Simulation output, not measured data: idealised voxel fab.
Name of the process module below: voxel transistor to metal
In the cross-section labelled cut, the width is 140 nm and each square cell is 5 nm.
A cross-section is a grid of square cells, given in bands from the top down. A band is one or more rows of cells. Basically the band line says how high the top is and how high the bottom is, in nm, and then what's in it from left to right, every material with its width in nm. Empty space shows up as "blank", and if a single material carries "edge to edge" it runs the full band edge to edge. Height 0 is the level under which the wafer as received is all one material. The lowest band goes on downwards, as in "0 down". You'd read "30->40" like this: the band's top row of cells is as wide as the first number, its bottom row is as wide as the second, and going down, every row changes width by the same amount as the row before did. "nothing was modified" -> step changed no cross-section cell. Listed in "Closed cavity list": every empty space of 8 or more cells without an open way to the top. Form: width x height at distance, the distance being from the left edge, all in nm. On a step's line, text after the settings is the simulator commenting on that step. Each step line may optionally specify "overlay nm", which for a step with a mask gives the rightward distance between the mask's planned place and where it lay, a negative value indicating the leftward direction.

The following list gives the planned process steps
1. op RECEIVE | material Si
2. op OXIDIZE | depth nm 5
3. op CONFORMAL_DEP | material SiN | thk nm 15
4. op DIRECTIONAL_DEP | material aC | thk nm 15
5. op PATTERN | tone cover | mask id ACTIVE | material resist | width nm 105 | thk nm 30 | overlay nm 0
6. op DIRECTIONAL_ETCH | etch materials aC | depth nm 15
7. op STRIP | etch materials resist
8. op DIRECTIONAL_ETCH | etch materials SiN | depth nm 15
9. op DIRECTIONAL_ETCH | etch materials SiO2 | depth nm 5
10. op DIRECTIONAL_ETCH | etch materials Si | depth nm 20
11. op STRIP | etch materials aC
12. op OXIDIZE | depth nm 5
13. op FILL_DEP | material SiO2 | thk nm 5
14. op CMP | height nm 15
15. op SELECTIVE_ETCH | etch materials SiO2 | depth nm 10
16. op STRIP | etch materials SiN
17. op SELECTIVE_ETCH | etch materials SiO2 | depth nm 5
18. op OXIDIZE | depth nm 5
19. op DIRECTIONAL_DEP | material polySi | thk nm 30
20. op DIRECTIONAL_DEP | material SiCN | thk nm 15
21. op PATTERN | tone cover | mask id GATE | material resist | width nm 25 | thk nm 20 | overlay nm 0
22. op DIRECTIONAL_ETCH | etch materials SiCN | depth nm 25
23. op DIRECTIONAL_ETCH | etch materials polySi | depth nm 40
24. op STRIP | etch materials resist
25. op CONFORMAL_DEP | material SiN | thk nm 5
26. op DIRECTIONAL_ETCH | etch materials SiN | depth nm 5
27. op DIRECTIONAL_ETCH | etch materials SiO2 | depth nm 5
28. op DIRECTIONAL_ETCH | etch materials Si | depth nm 15
29. op EPI | material nSi | thk nm 15
30. op FILL_DEP | material SiO2 | thk nm 5
31. op CMP | height nm 40
32. op DIRECTIONAL_DEP | material SiO2 | thk nm 10
33. op MASKED_ETCH | tone open | mask id CONTACT | width nm 20 | pitch nm 75 | etch materials SiO2 | depth nm 60 | overlay nm 0
34. op CONFORMAL_DEP | material TiN | thk nm 5
35. op FILL_DEP | material Ru | thk nm 5
36. op CMP | height nm 50
37. op DIRECTIONAL_DEP | material TiN | thk nm 5
38. op DIRECTIONAL_DEP | material Ru | thk nm 20
39. op DIRECTIONAL_DEP | material aC | thk nm 15
40. op PATTERN | tone cover | mask id METAL_1 | material resist | width nm 20 | pitch nm 75 | thk nm 35 | overlay nm 0
41. op DIRECTIONAL_ETCH | etch materials aC | depth nm 15
42. op STRIP | etch materials resist
43. op DIRECTIONAL_ETCH | etch materials Ru | depth nm 20
44. op DIRECTIONAL_ETCH | etch materials TiN | depth nm 5
45. op STRIP | etch materials aC
46. op CONFORMAL_DEP | material SiCN | thk nm 5
47. op FILL_DEP | material lowk | thk nm 10
48. op CMP | height nm 75
49. op CONFORMAL_DEP | material SiN | thk nm 5

Wafer, first of two, run as planned

So this is the incoming wafer in cross-section - it's already been through step 1
> 0 down: Si edge to edge
> Closed cavity list: none

State of the wafer after step 2, shown in cross-section
> 0 to -5: SiO2 edge to edge
> Under the height -5 nothing was changed.

State of the wafer after step 3, shown in cross-section
> 15 to 0: SiN edge to edge
> Under the height 0 nothing was changed.

State of the wafer after step 4, shown in cross-section
> 30 to 15: aC edge to edge
> Under the height 15 nothing was changed.

State of the wafer after step 5, shown in cross-section
> 60 to 30: blank (15), resist (105), blank (20)
> Under the height 30 nothing was changed.

State of the wafer after step 6, shown in cross-section
> 45 to 30: blank (15), resist (105), blank (20)
> 30 to 15: blank (15), aC (105), blank (20)
> Under the height 15 nothing was changed.

State of the wafer after step 7, shown in cross-section
> 30 to 15: blank (15), aC (105), blank (20)
> Under the height 15 nothing was changed.

State of the wafer after step 8, shown in cross-section
> 30 to 15: blank (15), aC (105), blank (20)
> 15 to 0: blank (15), SiN (105), blank (20)
> Under the height 0 nothing was changed.

State of the wafer after step 9, shown in cross-section
> 30 to 15: blank (15), aC (105), blank (20)
> 15 to 0: blank (15), SiN (105), blank (20)
> 0 to -5: blank (15), SiO2 (105), blank (20)
> Under the height -5 nothing was changed.

State of the wafer after step 10, shown in cross-section
> 30 to 15: blank (15), aC (105), blank (20)
> 15 to 0: blank (15), SiN (105), blank (20)
> 0 to -5: blank (15), SiO2 (105), blank (20)
> -5 to -25: blank (15), Si (105), blank (20)
> Under the height -25 nothing was changed.

State of the wafer after step 11, shown in cross-section
> 15 to 0: blank (15), SiN (105), blank (20)
> Under the height 0 nothing was changed.

State of the wafer after step 12, shown in cross-section
> 15 to 0: blank (15), SiN (105), blank (20)
> 0 to -5: blank (15), SiO2 (105), blank (20)
> -5 to -25: blank (15), SiO2 (5), Si (95), SiO2 (5), blank (20)
> -25 to -30: SiO2 (20), Si (95), SiO2 (25)
> Under the height -30 nothing was changed.

State of the wafer after step 13, shown in cross-section
> 20 to 15: SiO2 edge to edge
> 15 to 0: SiO2 (15), SiN (105), SiO2 (20)
> 0 to -5: SiO2 edge to edge
> -5 to -30: SiO2 (20), Si (95), SiO2 (25)
> Under the height -30 nothing was changed.

State of the wafer after step 14, shown in cross-section
> 15 to 0: SiO2 (15), SiN (105), SiO2 (20)
> Under the height 0 nothing was changed.

State of the wafer after step 15, shown in cross-section
> 15 to 5: blank (15), SiN (105), blank (20)
> Under the height 5 nothing was changed.

State of the wafer after step 16, shown in cross-section
> 5 to 0: SiO2 (15), blank (105), SiO2 (20)
> Under the height 0 nothing was changed.

State of the wafer after step 17, shown in cross-section
> 0 to -5: SiO2 (10), blank (115), SiO2 (15)
> Under the height -5 nothing was changed.

State of the wafer after step 18, shown in cross-section
> 0 to -5: SiO2 (10), blank (115), SiO2 (15)
> -5 to -10: SiO2 edge to edge
> Under the height -10 nothing was changed.

State of the wafer after step 19, shown in cross-section
> 30 to 25: polySi (10), blank (115), polySi (15)
> 25 to 0: polySi edge to edge
> 0 to -5: SiO2 (10), polySi (115), SiO2 (15)
> Under the height -5 nothing was changed.

State of the wafer after step 20, shown in cross-section
> 45 to 40: SiCN (10), blank (115), SiCN (15)
> 40 to 30: SiCN edge to edge
> 30 to 25: polySi (10), SiCN (115), polySi (15)
> Under the height 25 nothing was changed.

State of the wafer after step 21, shown in cross-section
> 65 to 45: blank (55), resist (25), blank (60)
> 45 to 40: SiCN (10), blank (45), resist (25), blank (45), SiCN (15)
> Under the height 40 nothing was changed.

State of the wafer after step 22, shown in cross-section
> 65 to 40: blank (55), resist (25), blank (60)
> 40 to 30: blank (55), SiCN (25), blank (60)
> 30 to 25: polySi (10), blank (45), SiCN (25), blank (45), polySi (15)
> Under the height 25 nothing was changed.

State of the wafer after step 23, shown in cross-section
> 65 to 40: blank (55), resist (25), blank (60)
> 40 to 25: blank (55), SiCN (25), blank (60)
> 25 to 0: blank (55), polySi (25), blank (60)
> 0 to -5: SiO2 (10), blank (45), polySi (25), blank (45), SiO2 (15)
> Under the height -5 nothing was changed.

State of the wafer after step 24, shown in cross-section
> 40 to 25: blank (55), SiCN (25), blank (60)
> Under the height 25 nothing was changed.

State of the wafer after step 25, shown in cross-section
> 45 to 40: blank (50), SiN (35), blank (55)
> 40 to 25: blank (50), SiN (5), SiCN (25), SiN (5), blank (55)
> 25 to 5: blank (50), SiN (5), polySi (25), SiN (5), blank (55)
> 5 to 0: SiN (15), blank (35), SiN (5), polySi (25), SiN (5), blank (35), SiN (20)
> 0 to -5: SiO2 (10), SiN (45), polySi (25), SiN (45), SiO2 (15)
> Under the height -5 nothing was changed.

State of the wafer after step 26, shown in cross-section
> 40 to 25: blank (50), SiN (5), SiCN (25), SiN (5), blank (55)
> 25 to 0: blank (50), SiN (5), polySi (25), SiN (5), blank (55)
> 0 to -5: SiO2 (10), SiN (5), blank (35), SiN (5), polySi (25), SiN (5), blank (35), SiN (5), SiO2 (15)
> Under the height -5 nothing was changed.

State of the wafer after step 27, shown in cross-section
> 40 to 25: blank (50), SiN (5), SiCN (25), SiN (5), blank (55)
> 25 to 0: blank (50), SiN (5), polySi (25), SiN (5), blank (55)
> 0 to -5: blank (10), SiN (5), blank (35), SiN (5), polySi (25), SiN (5), blank (35), SiN (5), blank (15)
> -5 to -10: SiO2 (15), blank (35), SiO2 (35), blank (35), SiO2 (20)
> Under the height -10 nothing was changed.

State of the wafer after step 28, shown in cross-section
> 40 to 25: blank (50), SiN (5), SiCN (25), SiN (5), blank (55)
> 25 to 0: blank (50), SiN (5), polySi (25), SiN (5), blank (55)
> 0 to -5: blank (10), SiN (5), blank (35), SiN (5), polySi (25), SiN (5), blank (35), SiN (5), blank (15)
> -5 to -10: SiO2 (15), blank (35), SiO2 (35), blank (35), SiO2 (20)
> -10 to -25: SiO2 (20), blank (30), Si (35), blank (30), SiO2 (25)
> Under the height -25 nothing was changed.

State of the wafer after step 29, shown in cross-section
> 40 to 25: blank (50), SiN (5), SiCN (25), SiN (5), blank (55)
> 25 to 5: blank (50), SiN (5), polySi (25), SiN (5), blank (55)
> 5 to 0: blank (35), nSi (15), SiN (5), polySi (25), SiN (5), nSi (15), blank (40)
> 0 to -5: blank (10), SiN (5), blank (20), nSi (15), SiN (5), polySi (25), SiN (5), nSi (15), blank (20), SiN (5), blank (15)
> -5 to -10: SiO2 (15), blank (20), nSi (15), SiO2 (35), nSi (15), blank (20), SiO2 (20)
> -10 to -25: SiO2 (20), nSi (30), Si (35), nSi (30), SiO2 (25)
> Under the height -25 nothing was changed.

State of the wafer after step 30, shown in cross-section
> 45 to 40: SiO2 edge to edge
> 40 to 25: SiO2 (50), SiN (5), SiCN (25), SiN (5), SiO2 (55)
> 25 to 5: SiO2 (50), SiN (5), polySi (25), SiN (5), SiO2 (55)
> 5 to 0: SiO2 (35), nSi (15), SiN (5), polySi (25), SiN (5), nSi (15), SiO2 (40)
> 0 to -5: SiO2 (10), SiN (5), SiO2 (20), nSi (15), SiN (5), polySi (25), SiN (5), nSi (15), SiO2 (20), SiN (5), SiO2 (15)
> -5 to -10: SiO2 (35), nSi (15), SiO2 (35), nSi (15), SiO2 (40)
> Under the height -10 nothing was changed.

State of the wafer after step 31, shown in cross-section
> 40 to 25: SiO2 (50), SiN (5), SiCN (25), SiN (5), SiO2 (55)
> Under the height 25 nothing was changed.

State of the wafer after step 32, shown in cross-section
> 50 to 40: SiO2 edge to edge
> Under the height 40 nothing was changed.

State of the wafer after step 33, shown in cross-section
> 50 to 40: SiO2 (20), blank (20), SiO2 (55), blank (20), SiO2 (25)
> 40 to 25: SiO2 (20), blank (20), SiO2 (10), SiN (5), SiCN (25), SiN (5), SiO2 (10), blank (20), SiO2 (25)
> 25 to 5: SiO2 (20), blank (20), SiO2 (10), SiN (5), polySi (25), SiN (5), SiO2 (10), blank (20), SiO2 (25)
> 5 to 0: SiO2 (20), blank (15), nSi (15), SiN (5), polySi (25), SiN (5), nSi (15), blank (15), SiO2 (25)
> 0 to -5: SiO2 (10), SiN (5), SiO2 (5), blank (15), nSi (15), SiN (5), polySi (25), SiN (5), nSi (15), blank (15), SiO2 (5), SiN (5), SiO2 (15)
> -5 to -10: SiO2 (20), blank (15), nSi (15), SiO2 (35), nSi (15), blank (15), SiO2 (25)
> Under the height -10 nothing was changed.

State of the wafer after step 34, shown in cross-section
> 55 to 50: TiN (25), blank (10), TiN (65), blank (10), TiN (30)
> 50 to 40: SiO2 (20), TiN (5), blank (10), TiN (5), SiO2 (55), TiN (5), blank (10), TiN (5), SiO2 (25)
> 40 to 25: SiO2 (20), TiN (5), blank (10), TiN (5), SiO2 (10), SiN (5), SiCN (25), SiN (5), SiO2 (10), TiN (5), blank (10), TiN (5), SiO2 (25)
> 25 to 10: SiO2 (20), TiN (5), blank (10), TiN (5), SiO2 (10), SiN (5), polySi (25), SiN (5), SiO2 (10), TiN (5), blank (10), TiN (5), SiO2 (25)
> 10 to 5: SiO2 (20), TiN (5), blank (5), TiN (10), SiO2 (10), SiN (5), polySi (25), SiN (5), SiO2 (10), TiN (10), blank (5), TiN (5), SiO2 (25)
> 5 to 0: SiO2 (20), TiN (5), blank (5), TiN (5), nSi (15), SiN (5), polySi (25), SiN (5), nSi (15), TiN (5), blank (5), TiN (5), SiO2 (25)
> 0 to -5: SiO2 (10), SiN (5), SiO2 (5), TiN (5), blank (5), TiN (5), nSi (15), SiN (5), polySi (25), SiN (5), nSi (15), TiN (5), blank (5), TiN (5), SiO2 (5), SiN (5), SiO2 (15)
> -5 to -10: SiO2 (20), TiN (15), nSi (15), SiO2 (35), nSi (15), TiN (15), SiO2 (25)
> Under the height -10 nothing was changed.

State of the wafer after step 35, shown in cross-section
> 60 to 55: Ru edge to edge
> 55 to 50: TiN (25), Ru (10), TiN (65), Ru (10), TiN (30)
> 50 to 40: SiO2 (20), TiN (5), Ru (10), TiN (5), SiO2 (55), TiN (5), Ru (10), TiN (5), SiO2 (25)
> 40 to 25: SiO2 (20), TiN (5), Ru (10), TiN (5), SiO2 (10), SiN (5), SiCN (25), SiN (5), SiO2 (10), TiN (5), Ru (10), TiN (5), SiO2 (25)
> 25 to 10: SiO2 (20), TiN (5), Ru (10), TiN (5), SiO2 (10), SiN (5), polySi (25), SiN (5), SiO2 (10), TiN (5), Ru (10), TiN (5), SiO2 (25)
> 10 to 5: SiO2 (20), TiN (5), Ru (5), TiN (10), SiO2 (10), SiN (5), polySi (25), SiN (5), SiO2 (10), TiN (10), Ru (5), TiN (5), SiO2 (25)
> 5 to 0: SiO2 (20), TiN (5), Ru (5), TiN (5), nSi (15), SiN (5), polySi (25), SiN (5), nSi (15), TiN (5), Ru (5), TiN (5), SiO2 (25)
> 0 to -5: SiO2 (10), SiN (5), SiO2 (5), TiN (5), Ru (5), TiN (5), nSi (15), SiN (5), polySi (25), SiN (5), nSi (15), TiN (5), Ru (5), TiN (5), SiO2 (5), SiN (5), SiO2 (15)
> Under the height -5 nothing was changed.

State of the wafer after step 36, shown in cross-section
> 50 to 40: SiO2 (20), TiN (5), Ru (10), TiN (5), SiO2 (55), TiN (5), Ru (10), TiN (5), SiO2 (25)
> Under the height 40 nothing was changed.

State of the wafer after step 37, shown in cross-section
> 55 to 50: TiN edge to edge
> Under the height 50 nothing was changed.

State of the wafer after step 38, shown in cross-section
> 75 to 55: Ru edge to edge
> Under the height 55 nothing was changed.

State of the wafer after step 39, shown in cross-section
> 90 to 75: aC edge to edge
> Under the height 75 nothing was changed.

State of the wafer after step 40, shown in cross-section
> 125 to 90: blank (20), resist (20), blank (55), resist (20), blank (25)
> Under the height 90 nothing was changed.

State of the wafer after step 41, shown in cross-section
> 110 to 90: blank (20), resist (20), blank (55), resist (20), blank (25)
> 90 to 75: blank (20), aC (20), blank (55), aC (20), blank (25)
> Under the height 75 nothing was changed.

State of the wafer after step 42, shown in cross-section
> 90 to 75: blank (20), aC (20), blank (55), aC (20), blank (25)
> Under the height 75 nothing was changed.

State of the wafer after step 43, shown in cross-section
> 90 to 75: blank (20), aC (20), blank (55), aC (20), blank (25)
> 75 to 55: blank (20), Ru (20), blank (55), Ru (20), blank (25)
> Under the height 55 nothing was changed.

State of the wafer after step 44, shown in cross-section
> 90 to 75: blank (20), aC (20), blank (55), aC (20), blank (25)
> 75 to 55: blank (20), Ru (20), blank (55), Ru (20), blank (25)
> 55 to 50: blank (20), TiN (20), blank (55), TiN (20), blank (25)
> Under the height 50 nothing was changed.

State of the wafer after step 45, shown in cross-section
> 75 to 55: blank (20), Ru (20), blank (55), Ru (20), blank (25)
> Under the height 55 nothing was changed.

State of the wafer after step 46, shown in cross-section
> 80 to 75: blank (15), SiCN (30), blank (45), SiCN (30), blank (20)
> 75 to 55: blank (15), SiCN (5), Ru (20), SiCN (5), blank (45), SiCN (5), Ru (20), SiCN (5), blank (20)
> 55 to 50: SiCN (20), TiN (20), SiCN (55), TiN (20), SiCN (25)
> Under the height 50 nothing was changed.

State of the wafer after step 47, shown in cross-section
> 90 to 80: lowk edge to edge
> 80 to 75: lowk (15), SiCN (30), lowk (45), SiCN (30), lowk (20)
> 75 to 55: lowk (15), SiCN (5), Ru (20), SiCN (5), lowk (45), SiCN (5), Ru (20), SiCN (5), lowk (20)
> Under the height 55 nothing was changed.

State of the wafer after step 48, shown in cross-section
> 75 to 55: lowk (15), SiCN (5), Ru (20), SiCN (5), lowk (45), SiCN (5), Ru (20), SiCN (5), lowk (20)
> Under the height 55 nothing was changed.

State of the wafer after step 49, shown in cross-section
> 80 to 75: SiN edge to edge
> Under the height 75 nothing was changed.

It is to be noted that the second wafer proceeded from the same initial state and according to the same plan as the first, although one mistake was committed in its execution; through step 19, inclusive, the two wafers share an identical history

X-section, second wafer, when step 20 was due to finish
> 60 to 55: SiCN (10), blank (115), SiCN (15)
> 55 to 30: SiCN edge to edge
> 30 to 25: polySi (10), SiCN (115), polySi (15)
> Under the height 25 nothing was changed.

X-section, second wafer, when step 21 was due to finish
> 80 to 60: blank (55), resist (25), blank (60)
> 60 to 55: SiCN (10), blank (45), resist (25), blank (45), SiCN (15)
> Under the height 55 nothing was changed.

X-section, second wafer, when step 22 was due to finish
> 80 to 55: blank (55), resist (25), blank (60)
> 55 to 35: blank (55), SiCN (25), blank (60)
> 35 to 30: SiCN (10), blank (45), SiCN (25), blank (45), SiCN (15)
> Under the height 30 nothing was changed.

X-section, second wafer, when step 23 was due to finish: nothing was modified

X-section, second wafer, when step 24 was due to finish
> 55 to 35: blank (55), SiCN (25), blank (60)
> Under the height 35 nothing was changed.

X-section, second wafer, when step 25 was due to finish
> 60 to 55: blank (50), SiN (35), blank (55)
> 55 to 40: blank (50), SiN (5), SiCN (25), SiN (5), blank (55)
> 40 to 35: SiN (15), blank (35), SiN (5), SiCN (25), SiN (5), blank (35), SiN (20)
> 35 to 30: SiCN (10), SiN (45), SiCN (25), SiN (45), SiCN (15)
> Under the height 30 nothing was changed.

X-section, second wafer, when step 26 was due to finish
> 55 to 35: blank (50), SiN (5), SiCN (25), SiN (5), blank (55)
> 35 to 30: SiCN (10), SiN (5), blank (35), SiN (5), SiCN (25), SiN (5), blank (35), SiN (5), SiCN (15)
> Under the height 30 nothing was changed.

X-section, second wafer, when step 27 was due to finish: nothing was modified

X-section, second wafer, when step 28 was due to finish: nothing was modified

X-section, second wafer, when step 29 was due to finish: nothing was modified

X-section, second wafer, when step 30 was due to finish
> 60 to 55: SiO2 edge to edge
> 55 to 35: SiO2 (50), SiN (5), SiCN (25), SiN (5), SiO2 (55)
> 35 to 30: SiCN (10), SiN (5), SiO2 (35), SiN (5), SiCN (25), SiN (5), SiO2 (35), SiN (5), SiCN (15)
> Under the height 30 nothing was changed.

X-section, second wafer, when step 31 was due to finish
> 40 to 35: SiO2 (50), SiN (5), SiCN (25), SiN (5), SiO2 (55)
> Under the height 35 nothing was changed.

X-section, second wafer, when step 32 was due to finish
> 50 to 40: SiO2 edge to edge
> Under the height 40 nothing was changed.

X-section, second wafer, when step 33 was due to finish
> 50 to 40: SiO2 (20), blank (20), SiO2 (55), blank (20), SiO2 (25)
> 40 to 35: SiO2 (20), blank (20), SiO2 (10), SiN (5), SiCN (25), SiN (5), SiO2 (10), blank (20), SiO2 (25)
> 35 to 30: SiCN (10), SiN (5), SiO2 (5), blank (20), SiO2 (10), SiN (5), SiCN (25), SiN (5), SiO2 (10), blank (20), SiO2 (5), SiN (5), SiCN (15)
> Under the height 30 nothing was changed.

X-section, second wafer, when step 34 was due to finish
> 55 to 50: TiN (25), blank (10), TiN (65), blank (10), TiN (30)
> 50 to 40: SiO2 (20), TiN (5), blank (10), TiN (5), SiO2 (55), TiN (5), blank (10), TiN (5), SiO2 (25)
> 40 to 35: SiO2 (20), TiN (5), blank (10), TiN (5), SiO2 (10), SiN (5), SiCN (25), SiN (5), SiO2 (10), TiN (5), blank (10), TiN (5), SiO2 (25)
> 35 to 30: SiCN (10), SiN (5), SiO2 (5), TiN (20), SiO2 (10), SiN (5), SiCN (25), SiN (5), SiO2 (10), TiN (20), SiO2 (5), SiN (5), SiCN (15)
> Under the height 30 nothing was changed.

X-section, second wafer, when step 35 was due to finish
> 60 to 55: Ru edge to edge
> 55 to 50: TiN (25), Ru (10), TiN (65), Ru (10), TiN (30)
> 50 to 40: SiO2 (20), TiN (5), Ru (10), TiN (5), SiO2 (55), TiN (5), Ru (10), TiN (5), SiO2 (25)
> 40 to 35: SiO2 (20), TiN (5), Ru (10), TiN (5), SiO2 (10), SiN (5), SiCN (25), SiN (5), SiO2 (10), TiN (5), Ru (10), TiN (5), SiO2 (25)
> Under the height 35 nothing was changed.

X-section, second wafer, when step 36 was due to finish
> 50 to 40: SiO2 (20), TiN (5), Ru (10), TiN (5), SiO2 (55), TiN (5), Ru (10), TiN (5), SiO2 (25)
> Under the height 40 nothing was changed.

X-section, second wafer, when step 37 was due to finish
> 55 to 50: TiN edge to edge
> Under the height 50 nothing was changed.

X-section, second wafer, when step 38 was due to finish
> 75 to 55: Ru edge to edge
> Under the height 55 nothing was changed.

X-section, second wafer, when step 39 was due to finish
> 90 to 75: aC edge to edge
> Under the height 75 nothing was changed.

X-section, second wafer, when step 40 was due to finish
> 125 to 90: blank (20), resist (20), blank (55), resist (20), blank (25)
> Under the height 90 nothing was changed.

X-section, second wafer, when step 41 was due to finish
> 110 to 90: blank (20), resist (20), blank (55), resist (20), blank (25)
> 90 to 75: blank (20), aC (20), blank (55), aC (20), blank (25)
> Under the height 75 nothing was changed.

X-section, second wafer, when step 42 was due to finish
> 90 to 75: blank (20), aC (20), blank (55), aC (20), blank (25)
> Under the height 75 nothing was changed.

X-section, second wafer, when step 43 was due to finish
> 90 to 75: blank (20), aC (20), blank (55), aC (20), blank (25)
> 75 to 55: blank (20), Ru (20), blank (55), Ru (20), blank (25)
> Under the height 55 nothing was changed.

X-section, second wafer, when step 44 was due to finish
> 90 to 75: blank (20), aC (20), blank (55), aC (20), blank (25)
> 75 to 55: blank (20), Ru (20), blank (55), Ru (20), blank (25)
> 55 to 50: blank (20), TiN (20), blank (55), TiN (20), blank (25)
> Under the height 50 nothing was changed.

X-section, second wafer, when step 45 was due to finish
> 75 to 55: blank (20), Ru (20), blank (55), Ru (20), blank (25)
> Under the height 55 nothing was changed.

X-section, second wafer, when step 46 was due to finish
> 80 to 75: blank (15), SiCN (30), blank (45), SiCN (30), blank (20)
> 75 to 55: blank (15), SiCN (5), Ru (20), SiCN (5), blank (45), SiCN (5), Ru (20), SiCN (5), blank (20)
> 55 to 50: SiCN (20), TiN (20), SiCN (55), TiN (20), SiCN (25)
> Under the height 50 nothing was changed.

X-section, second wafer, when step 47 was due to finish
> 90 to 80: lowk edge to edge
> 80 to 75: lowk (15), SiCN (30), lowk (45), SiCN (30), lowk (20)
> 75 to 55: lowk (15), SiCN (5), Ru (20), SiCN (5), lowk (45), SiCN (5), Ru (20), SiCN (5), lowk (20)
> Under the height 55 nothing was changed.

X-section, second wafer, when step 48 was due to finish
> 75 to 55: lowk (15), SiCN (5), Ru (20), SiCN (5), lowk (45), SiCN (5), Ru (20), SiCN (5), lowk (20)
> Under the height 55 nothing was changed.

X-section, second wafer, when step 49 was due to finish
> 80 to 75: SiN edge to edge
> Under the height 75 nothing was changed.
What was the processing mistake? step 20 of the plan was performed twice
Per the end-of-run cell counts, the second wafer holds more or fewer of some materials than the first: -26 Ru | +36 Si | +23 SiCN | -14 SiN | -71 SiO2 | -32 TiN | -54 nSi | +138 polySi
